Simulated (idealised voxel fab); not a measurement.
process module | voxel transistor to metal
cross-section cut | 190 nm wide | cells 5 nm
A cross-section is a grid of square cells, given in bands from the top down. A band is one or more rows of cells.
Each band's line starts with the height of the band's top and of its bottom, in nm. Then come its materials from left to right, each with its width in nm. One material with "throughout" fills the band from edge to edge. "air" is empty space.
Height 0 is the level under which the wafer as received is all one material. The lowest band goes on downwards, as in "0 down".
A width such as "30 to 40" changes by the same amount from each row of cells to the next, from the band's top row to its bottom row.
"no change" after a step means that no cell of the cross-section changed.
closed voids: empty space of 8 cells or more with no open way to the top, each as width x height at its distance from the left edge, in nm
after a step's settings: what the simulator itself notes on the step
overlay nm, on a step with a mask: how far to the right of its planned place the mask lay; to the left if negative
plan
1 op RECEIVE | material Si
2 op OXIDIZE | depth nm 5
3 op CONFORMAL_DEP | material SiN | thk nm 15
4 op MASKED_ETCH | tone cover | mask id ACTIVE | width nm 95 | etch materials SiN | depth nm 15 | overlay nm 0
5 op MASKED_ETCH | tone cover | mask id ACTIVE | width nm 95 | etch materials SiO2 | depth nm 5 | overlay nm 0
6 op MASKED_ETCH | tone cover | mask id ACTIVE | width nm 95 | etch materials Si | depth nm 20 | overlay nm 0
7 op OXIDIZE | depth nm 5
8 op FILL_DEP | material SiO2 | thk nm 5
9 op CMP | height nm 15
10 op SELECTIVE_ETCH | etch materials SiO2 | depth nm 15
11 op STRIP | etch materials SiN
12 op SELECTIVE_ETCH | etch materials SiO2 | depth nm 5
13 op OXIDIZE | depth nm 5
14 op DIRECTIONAL_DEP | material polySi | thk nm 25
15 op DIRECTIONAL_DEP | material SiCN | thk nm 15
16 op PATTERN | tone cover | mask id GATE | material resist | width nm 15 | thk nm 15 | overlay nm 0
17 op DIRECTIONAL_ETCH | etch materials SiCN | depth nm 25
18 op DIRECTIONAL_ETCH | etch materials polySi | depth nm 35
19 op STRIP | etch materials resist
20 op CONFORMAL_DEP | material SiO2 | thk nm 5
21 op DIRECTIONAL_ETCH | etch materials SiO2 | depth nm 5
22 op CONFORMAL_DEP | material SiN | thk nm 5
23 op DIRECTIONAL_ETCH | etch materials SiN | depth nm 5
24 op DIRECTIONAL_ETCH | etch materials SiO2 | depth nm 5
25 op DIRECTIONAL_ETCH | etch materials Si | depth nm 15
26 op EPI | material SiGe | thk nm 15
27 op FILL_DEP | material SiO2 | thk nm 5
28 op CMP | height nm 35
29 op DIRECTIONAL_DEP | material SiO2 | thk nm 10
30 op DIRECTIONAL_DEP | material aC | thk nm 15
31 op PATTERN | tone open | mask id CONTACT | material resist | width nm 25 | pitch nm 50 | thk nm 35 | overlay nm 0
32 op DIRECTIONAL_ETCH | etch materials aC | depth nm 15
33 op STRIP | etch materials resist
34 op DIRECTIONAL_ETCH | etch materials SiO2 | depth nm 55
35 op STRIP | etch materials aC
36 op CONFORMAL_DEP | material TiN | thk nm 5
37 op FILL_DEP | material Ru | thk nm 5
38 op CMP | height nm 45
39 op CONFORMAL_DEP | material SiN | thk nm 5
40 op DIRECTIONAL_DEP | material lowk | thk nm 20
41 op PATTERN | tone open | mask id METAL_1 | material resist | width nm 15 | pitch nm 60 | thk nm 15 | overlay nm 0
42 op DIRECTIONAL_ETCH | etch materials lowk | depth nm 20
43 op DIRECTIONAL_ETCH | etch materials SiN | depth nm 5
44 op STRIP | etch materials resist
45 op CONFORMAL_DEP | material TiN | thk nm 5
46 op FILL_DEP | material Cu | thk nm 10
47 op CMP | height nm 70
48 op CONFORMAL_DEP | material SiN | thk nm 5
first wafer, as planned
as received, after step 1
  0 down: Si throughout
  closed voids: none
after step 2
  0 to -5: SiO2 throughout
  below -5: unchanged
after step 3
  15 to 0: SiN throughout
  below 0: unchanged
after step 4
  15 to 0: air 45 | SiN 95 | air 50
  below 0: unchanged
after step 5
  15 to 0: air 45 | SiN 95 | air 50
  0 to -5: air 45 | SiO2 95 | air 50
  below -5: unchanged
after step 6
  15 to 0: air 45 | SiN 95 | air 50
  0 to -5: air 45 | SiO2 95 | air 50
  -5 to -25: air 45 | Si 95 | air 50
  below -25: unchanged
after step 7
  15 to 0: air 45 | SiN 95 | air 50
  0 to -5: air 45 | SiO2 95 | air 50
  -5 to -25: air 45 | SiO2 5 | Si 85 | SiO2 5 | air 50
  -25 to -30: SiO2 50 | Si 85 | SiO2 55
  below -30: unchanged
after step 8
  20 to 15: SiO2 throughout
  15 to 0: SiO2 45 | SiN 95 | SiO2 50
  0 to -5: SiO2 throughout
  -5 to -30: SiO2 50 | Si 85 | SiO2 55
  below -30: unchanged
after step 9
  15 to 0: SiO2 45 | SiN 95 | SiO2 50
  below 0: unchanged
after step 10
  15 to 0: air 45 | SiN 95 | air 50
  below 0: unchanged
after step 11
  0 to -5: SiO2 throughout
  below -5: unchanged
after step 12
  -5 to -30: SiO2 50 | Si 85 | SiO2 55
  below -30: unchanged
after step 13
  -5 to -10: SiO2 throughout
  below -10: unchanged
after step 14
  20 to -5: polySi throughout
  below -5: unchanged
after step 15
  35 to 20: SiCN throughout
  below 20: unchanged
after step 16
  50 to 35: air 85 | resist 15 | air 90
  below 35: unchanged
after step 17
  50 to 35: air 85 | resist 15 | air 90
  35 to 20: air 85 | SiCN 15 | air 90
  below 20: unchanged
after step 18
  50 to 35: air 85 | resist 15 | air 90
  35 to 20: air 85 | SiCN 15 | air 90
  20 to -5: air 85 | polySi 15 | air 90
  below -5: unchanged
after step 19
  35 to 20: air 85 | SiCN 15 | air 90
  below 20: unchanged
after step 20
  40 to 35: air 80 | SiO2 25 | air 85
  35 to 20: air 80 | SiO2 5 | SiCN 15 | SiO2 5 | air 85
  20 to 0: air 80 | SiO2 5 | polySi 15 | SiO2 5 | air 85
  0 to -5: SiO2 85 | polySi 15 | SiO2 90
  below -5: unchanged
after step 21
  35 to 20: air 80 | SiO2 5 | SiCN 15 | SiO2 5 | air 85
  20 to -5: air 80 | SiO2 5 | polySi 15 | SiO2 5 | air 85
  below -5: unchanged
after step 22
  40 to 35: air 75 | SiN 35 | air 80
  35 to 20: air 75 | SiN 5 | SiO2 5 | SiCN 15 | SiO2 5 | SiN 5 | air 80
  20 to 0: air 75 | SiN 5 | SiO2 5 | polySi 15 | SiO2 5 | SiN 5 | air 80
  0 to -5: SiN 80 | SiO2 5 | polySi 15 | SiO2 5 | SiN 85
  below -5: unchanged
after step 23
  35 to 20: air 75 | SiN 5 | SiO2 5 | SiCN 15 | SiO2 5 | SiN 5 | air 80
  20 to -5: air 75 | SiN 5 | SiO2 5 | polySi 15 | SiO2 5 | SiN 5 | air 80
  below -5: unchanged
after step 24
  35 to 30: air 75 | SiN 5 | air 5 | SiCN 15 | air 5 | SiN 5 | air 80
  30 to 20: air 75 | SiN 5 | SiO2 5 | SiCN 15 | SiO2 5 | SiN 5 | air 80
  20 to -5: air 75 | SiN 5 | SiO2 5 | polySi 15 | SiO2 5 | SiN 5 | air 80
  -5 to -10: air 75 | SiO2 35 | air 80
  below -10: unchanged
after step 25
  35 to 30: air 75 | SiN 5 | air 5 | SiCN 15 | air 5 | SiN 5 | air 80
  30 to 20: air 75 | SiN 5 | SiO2 5 | SiCN 15 | SiO2 5 | SiN 5 | air 80
  20 to -5: air 75 | SiN 5 | SiO2 5 | polySi 15 | SiO2 5 | SiN 5 | air 80
  -5 to -10: air 75 | SiO2 35 | air 80
  -10 to -25: SiO2 50 | air 25 | Si 35 | air 25 | SiO2 55
  below -25: unchanged
after step 26
  35 to 30: air 75 | SiN 5 | air 5 | SiCN 15 | air 5 | SiN 5 | air 80
  30 to 20: air 75 | SiN 5 | SiO2 5 | SiCN 15 | SiO2 5 | SiN 5 | air 80
  20 to 5: air 75 | SiN 5 | SiO2 5 | polySi 15 | SiO2 5 | SiN 5 | air 80
  5 to -5: air 60 | SiGe 15 | SiN 5 | SiO2 5 | polySi 15 | SiO2 5 | SiN 5 | SiGe 15 | air 65
  -5 to -10: air 60 | SiGe 15 | SiO2 35 | SiGe 15 | air 65
  -10 to -25: SiO2 50 | SiGe 25 | Si 35 | SiGe 25 | SiO2 55
  below -25: unchanged
after step 27
  40 to 35: SiO2 throughout
  35 to 20: SiO2 75 | SiN 5 | SiO2 5 | SiCN 15 | SiO2 5 | SiN 5 | SiO2 80
  20 to 5: SiO2 75 | SiN 5 | SiO2 5 | polySi 15 | SiO2 5 | SiN 5 | SiO2 80
  5 to -5: SiO2 60 | SiGe 15 | SiN 5 | SiO2 5 | polySi 15 | SiO2 5 | SiN 5 | SiGe 15 | SiO2 65
  -5 to -10: SiO2 60 | SiGe 15 | SiO2 35 | SiGe 15 | SiO2 65
  below -10: unchanged
after step 28
  35 to 20: SiO2 75 | SiN 5 | SiO2 5 | SiCN 15 | SiO2 5 | SiN 5 | SiO2 80
  below 20: unchanged
after step 29
  45 to 35: SiO2 throughout
  below 35: unchanged
after step 30
  60 to 45: aC throughout
  below 45: unchanged
after step 31
  95 to 60: resist 55 | air 25 | resist 25 | air 25 | resist 60
  below 60: unchanged
after step 32
  80 to 60: resist 55 | air 25 | resist 25 | air 25 | resist 60
  60 to 45: aC 55 | air 25 | aC 25 | air 25 | aC 60
  below 45: unchanged
after step 33
  60 to 45: aC 55 | air 25 | aC 25 | air 25 | aC 60
  below 45: unchanged
after step 34
  60 to 45: aC 55 | air 25 | aC 25 | air 25 | aC 60
  45 to 35: SiO2 55 | air 25 | SiO2 25 | air 25 | SiO2 60
  35 to 20: SiO2 55 | air 20 | SiN 5 | SiO2 5 | SiCN 15 | SiO2 5 | SiN 5 | air 20 | SiO2 60
  20 to 5: SiO2 55 | air 20 | SiN 5 | SiO2 5 | polySi 15 | SiO2 5 | SiN 5 | air 20 | SiO2 60
  5 to -5: SiO2 55 | air 5 | SiGe 15 | SiN 5 | SiO2 5 | polySi 15 | SiO2 5 | SiN 5 | SiGe 15 | air 5 | SiO2 60
  -5 to -10: SiO2 55 | air 5 | SiGe 15 | SiO2 35 | SiGe 15 | air 5 | SiO2 60
  below -10: unchanged
after step 35
  45 to 35: SiO2 55 | air 25 | SiO2 25 | air 25 | SiO2 60
  below 35: unchanged
after step 36
  50 to 45: TiN 60 | air 15 | TiN 35 | air 15 | TiN 65
  45 to 35: SiO2 55 | TiN 5 | air 15 to 10 | TiN 5 to 10 | SiO2 25 | TiN 5 to 10 | air 15 to 10 | TiN 5 | SiO2 60
  35 to 20: SiO2 55 | TiN 5 | air 10 | TiN 5 | SiN 5 | SiO2 5 | SiCN 15 | SiO2 5 | SiN 5 | TiN 5 | air 10 | TiN 5 | SiO2 60
  20 to 10: SiO2 55 | TiN 5 | air 10 | TiN 5 | SiN 5 | SiO2 5 | polySi 15 | SiO2 5 | SiN 5 | TiN 5 | air 10 | TiN 5 | SiO2 60
  10 to 5: SiO2 55 | TiN 20 | SiN 5 | SiO2 5 | polySi 15 | SiO2 5 | SiN 5 | TiN 20 | SiO2 60
  5 to -5: SiO2 55 | TiN 5 | SiGe 15 | SiN 5 | SiO2 5 | polySi 15 | SiO2 5 | SiN 5 | SiGe 15 | TiN 5 | SiO2 60
  -5 to -10: SiO2 55 | TiN 5 | SiGe 15 | SiO2 35 | SiGe 15 | TiN 5 | SiO2 60
  below -10: unchanged
after step 37
  55 to 50: Ru throughout
  50 to 45: TiN 60 | Ru 15 | TiN 35 | Ru 15 | TiN 65
  45 to 35: SiO2 55 | TiN 5 | Ru 15 to 10 | TiN 5 to 10 | SiO2 25 | TiN 5 to 10 | Ru 15 to 10 | TiN 5 | SiO2 60
  35 to 20: SiO2 55 | TiN 5 | Ru 10 | TiN 5 | SiN 5 | SiO2 5 | SiCN 15 | SiO2 5 | SiN 5 | TiN 5 | Ru 10 | TiN 5 | SiO2 60
  20 to 10: SiO2 55 | TiN 5 | Ru 10 | TiN 5 | SiN 5 | SiO2 5 | polySi 15 | SiO2 5 | SiN 5 | TiN 5 | Ru 10 | TiN 5 | SiO2 60
  below 10: unchanged
after step 38
  45 to 35: SiO2 55 | TiN 5 | Ru 15 to 10 | TiN 5 to 10 | SiO2 25 | TiN 5 to 10 | Ru 15 to 10 | TiN 5 | SiO2 60
  below 35: unchanged
after step 39
  50 to 45: SiN throughout
  below 45: unchanged
after step 40
  70 to 50: lowk throughout
  below 50: unchanged
after step 41
  85 to 70: resist 55 | air 15 | resist 45 | air 15 | resist 60
  below 70: unchanged
after step 42
  85 to 70: resist 55 | air 15 | resist 45 | air 15 | resist 60
  70 to 50: lowk 55 | air 15 | lowk 45 | air 15 | lowk 60
  below 50: unchanged
after step 43
  85 to 70: resist 55 | air 15 | resist 45 | air 15 | resist 60
  70 to 50: lowk 55 | air 15 | lowk 45 | air 15 | lowk 60
  50 to 45: SiN 55 | air 15 | SiN 45 | air 15 | SiN 60
  below 45: unchanged
after step 44
  70 to 50: lowk 55 | air 15 | lowk 45 | air 15 | lowk 60
  below 50: unchanged
after step 45
  75 to 70: TiN 60 | air 5 | TiN 55 | air 5 | TiN 65
  70 to 50: lowk 55 | TiN 5 | air 5 | TiN 5 | lowk 45 | TiN 5 | air 5 | TiN 5 | lowk 60
  50 to 45: SiN 55 | TiN 15 | SiN 45 | TiN 15 | SiN 60
  below 45: unchanged
after step 46
  85 to 75: Cu throughout
  75 to 70: TiN 60 | Cu 5 | TiN 55 | Cu 5 | TiN 65
  70 to 50: lowk 55 | TiN 5 | Cu 5 | TiN 5 | lowk 45 | TiN 5 | Cu 5 | TiN 5 | lowk 60
  below 50: unchanged
after step 47
  70 to 50: lowk 55 | TiN 5 | Cu 5 | TiN 5 | lowk 45 | TiN 5 | Cu 5 | TiN 5 | lowk 60
  below 50: unchanged
after step 48
  75 to 70: SiN throughout
  below 70: unchanged
second wafer: like start, like plan, one mistake. Through step 19 it matches the first wafer
when step 20 should have ended: no change
when step 21 should have ended
  35 to 20: air 85 | SiCN 15 | air 90
  20 to -5: air 85 | polySi 15 | air 90
  -5 to -10: air 85 | SiO2 15 | air 90
  below -10: unchanged
when step 22 should have ended
  40 to 35: air 80 | SiN 25 | air 85
  35 to 20: air 80 | SiN 5 | SiCN 15 | SiN 5 | air 85
  20 to -5: air 80 | SiN 5 | polySi 15 | SiN 5 | air 85
  -5 to -10: SiN 85 | SiO2 15 | SiN 90
  below -10: unchanged
when step 23 should have ended
  35 to 20: air 80 | SiN 5 | SiCN 15 | SiN 5 | air 85
  20 to -5: air 80 | SiN 5 | polySi 15 | SiN 5 | air 85
  -5 to -10: air 80 | SiN 5 | SiO2 15 | SiN 5 | air 85
  below -10: unchanged
when step 24 should have ended
  35 to 20: air 80 | SiN 5 | SiCN 15 | SiN 5 | air 85
  20 to -5: air 80 | SiN 5 | polySi 15 | SiN 5 | air 85
  -5 to -10: air 80 | SiN 5 | SiO2 15 | SiN 5 | air 85
  -10 to -15: air 50 | Si 85 | air 55
  below -15: unchanged
when step 25 should have ended
  35 to 20: air 80 | SiN 5 | SiCN 15 | SiN 5 | air 85
  20 to -5: air 80 | SiN 5 | polySi 15 | SiN 5 | air 85
  -5 to -10: air 80 | SiN 5 | SiO2 15 | SiN 5 | air 85
  -10 to -15: air 80 | Si 25 | air 85
  -15 to -25: SiO2 50 | air 30 | Si 25 | air 30 | SiO2 55
  below -25: unchanged
when step 26 should have ended
  35 to 20: air 80 | SiN 5 | SiCN 15 | SiN 5 | air 85
  20 to 5: air 80 | SiN 5 | polySi 15 | SiN 5 | air 85
  5 to -5: air 65 | SiGe 15 | SiN 5 | polySi 15 | SiN 5 | SiGe 15 | air 70
  -5 to -10: air 65 | SiGe 15 | SiN 5 | SiO2 15 | SiN 5 | SiGe 15 | air 70
  -10 to -15: air 45 | SiGe 35 | Si 25 | SiGe 35 | air 50
  -15 to -25: SiO2 50 | SiGe 30 | Si 25 | SiGe 30 | SiO2 55
  below -25: unchanged
when step 27 should have ended
  40 to 35: SiO2 throughout
  35 to 20: SiO2 80 | SiN 5 | SiCN 15 | SiN 5 | SiO2 85
  20 to 5: SiO2 80 | SiN 5 | polySi 15 | SiN 5 | SiO2 85
  5 to -5: SiO2 65 | SiGe 15 | SiN 5 | polySi 15 | SiN 5 | SiGe 15 | SiO2 70
  -5 to -10: SiO2 65 | SiGe 15 | SiN 5 | SiO2 15 | SiN 5 | SiGe 15 | SiO2 70
  -10 to -15: SiO2 45 | SiGe 35 | Si 25 | SiGe 35 | SiO2 50
  below -15: unchanged
when step 28 should have ended
  35 to 20: SiO2 80 | SiN 5 | SiCN 15 | SiN 5 | SiO2 85
  below 20: unchanged
when step 29 should have ended
  45 to 35: SiO2 throughout
  below 35: unchanged
when step 30 should have ended
  60 to 45: aC throughout
  below 45: unchanged
when step 31 should have ended
  95 to 60: resist 55 | air 25 | resist 25 | air 25 | resist 60
  below 60: unchanged
when step 32 should have ended
  80 to 60: resist 55 | air 25 | resist 25 | air 25 | resist 60
  60 to 45: aC 55 | air 25 | aC 25 | air 25 | aC 60
  below 45: unchanged
when step 33 should have ended
  60 to 45: aC 55 | air 25 | aC 25 | air 25 | aC 60
  below 45: unchanged
when step 34 should have ended
  60 to 45: aC 55 | air 25 | aC 25 | air 25 | aC 60
  45 to 35: SiO2 55 | air 25 | SiO2 25 | air 25 | SiO2 60
  35 to 20: SiO2 55 | air 25 | SiN 5 | SiCN 15 | SiN 5 | air 25 | SiO2 60
  20 to 5: SiO2 55 | air 25 | SiN 5 | polySi 15 | SiN 5 | air 25 | SiO2 60
  5 to -5: SiO2 55 | air 10 | SiGe 15 | SiN 5 | polySi 15 | SiN 5 | SiGe 15 | air 10 | SiO2 60
  -5 to -10: SiO2 55 | air 10 | SiGe 15 | SiN 5 | SiO2 15 | SiN 5 | SiGe 15 | air 10 | SiO2 60
  below -10: unchanged
when step 35 should have ended
  45 to 35: SiO2 55 | air 25 | SiO2 25 | air 25 | SiO2 60
  below 35: unchanged
when step 36 should have ended
  50 to 45: TiN 60 | air 15 | TiN 35 | air 15 | TiN 65
  45 to 35: SiO2 55 | TiN 5 | air 15 | TiN 5 | SiO2 25 | TiN 5 | air 15 | TiN 5 | SiO2 60
  35 to 20: SiO2 55 | TiN 5 | air 15 | TiN 5 | SiN 5 | SiCN 15 | SiN 5 | TiN 5 | air 15 | TiN 5 | SiO2 60
  20 to 10: SiO2 55 | TiN 5 | air 15 | TiN 5 | SiN 5 | polySi 15 | SiN 5 | TiN 5 | air 15 | TiN 5 | SiO2 60
  10 to 5: SiO2 55 | TiN 25 | SiN 5 | polySi 15 | SiN 5 | TiN 25 | SiO2 60
  5 to -5: SiO2 55 | TiN 10 | SiGe 15 | SiN 5 | polySi 15 | SiN 5 | SiGe 15 | TiN 10 | SiO2 60
  -5 to -10: SiO2 55 | TiN 10 | SiGe 15 | SiN 5 | SiO2 15 | SiN 5 | SiGe 15 | TiN 10 | SiO2 60
  below -10: unchanged
when step 37 should have ended
  55 to 50: Ru throughout
  50 to 45: TiN 60 | Ru 15 | TiN 35 | Ru 15 | TiN 65
  45 to 35: SiO2 55 | TiN 5 | Ru 15 | TiN 5 | SiO2 25 | TiN 5 | Ru 15 | TiN 5 | SiO2 60
  35 to 20: SiO2 55 | TiN 5 | Ru 15 | TiN 5 | SiN 5 | SiCN 15 | SiN 5 | TiN 5 | Ru 15 | TiN 5 | SiO2 60
  20 to 10: SiO2 55 | TiN 5 | Ru 15 | TiN 5 | SiN 5 | polySi 15 | SiN 5 | TiN 5 | Ru 15 | TiN 5 | SiO2 60
  below 10: unchanged
when step 38 should have ended
  45 to 35: SiO2 55 | TiN 5 | Ru 15 | TiN 5 | SiO2 25 | TiN 5 | Ru 15 | TiN 5 | SiO2 60
  below 35: unchanged
when step 39 should have ended
  50 to 45: SiN throughout
  below 45: unchanged
when step 40 should have ended
  70 to 50: lowk throughout
  below 50: unchanged
when step 41 should have ended
  85 to 70: resist 55 | air 15 | resist 45 | air 15 | resist 60
  below 70: unchanged
when step 42 should have ended
  85 to 70: resist 55 | air 15 | resist 45 | air 15 | resist 60
  70 to 50: lowk 55 | air 15 | lowk 45 | air 15 | lowk 60
  below 50: unchanged
when step 43 should have ended
  85 to 70: resist 55 | air 15 | resist 45 | air 15 | resist 60
  70 to 50: lowk 55 | air 15 | lowk 45 | air 15 | lowk 60
  50 to 45: SiN 55 | air 15 | SiN 45 | air 15 | SiN 60
  below 45: unchanged
when step 44 should have ended
  70 to 50: lowk 55 | air 15 | lowk 45 | air 15 | lowk 60
  below 50: unchanged
when step 45 should have ended
  75 to 70: TiN 60 | air 5 | TiN 55 | air 5 | TiN 65
  70 to 50: lowk 55 | TiN 5 | air 5 | TiN 5 | lowk 45 | TiN 5 | air 5 | TiN 5 | lowk 60
  50 to 45: SiN 55 | TiN 15 | SiN 45 | TiN 15 | SiN 60
  below 45: unchanged
when step 46 should have ended
  85 to 75: Cu throughout
  75 to 70: TiN 60 | Cu 5 | TiN 55 | Cu 5 | TiN 65
  70 to 50: lowk 55 | TiN 5 | Cu 5 | TiN 5 | lowk 45 | TiN 5 | Cu 5 | TiN 5 | lowk 60
  below 50: unchanged
when step 47 should have ended
  70 to 50: lowk 55 | TiN 5 | Cu 5 | TiN 5 | lowk 45 | TiN 5 | Cu 5 | TiN 5 | lowk 60
  below 50: unchanged
when step 48 should have ended
  75 to 70: SiN throughout
  below 70: unchanged
what went wrong: step 20 was left out
at the end the second wafer has, in cells: 12 more of Ru | 6 fewer of Si | 8 more of SiGe | 2 more of SiN | 22 fewer of SiO2 | 6 more of TiN
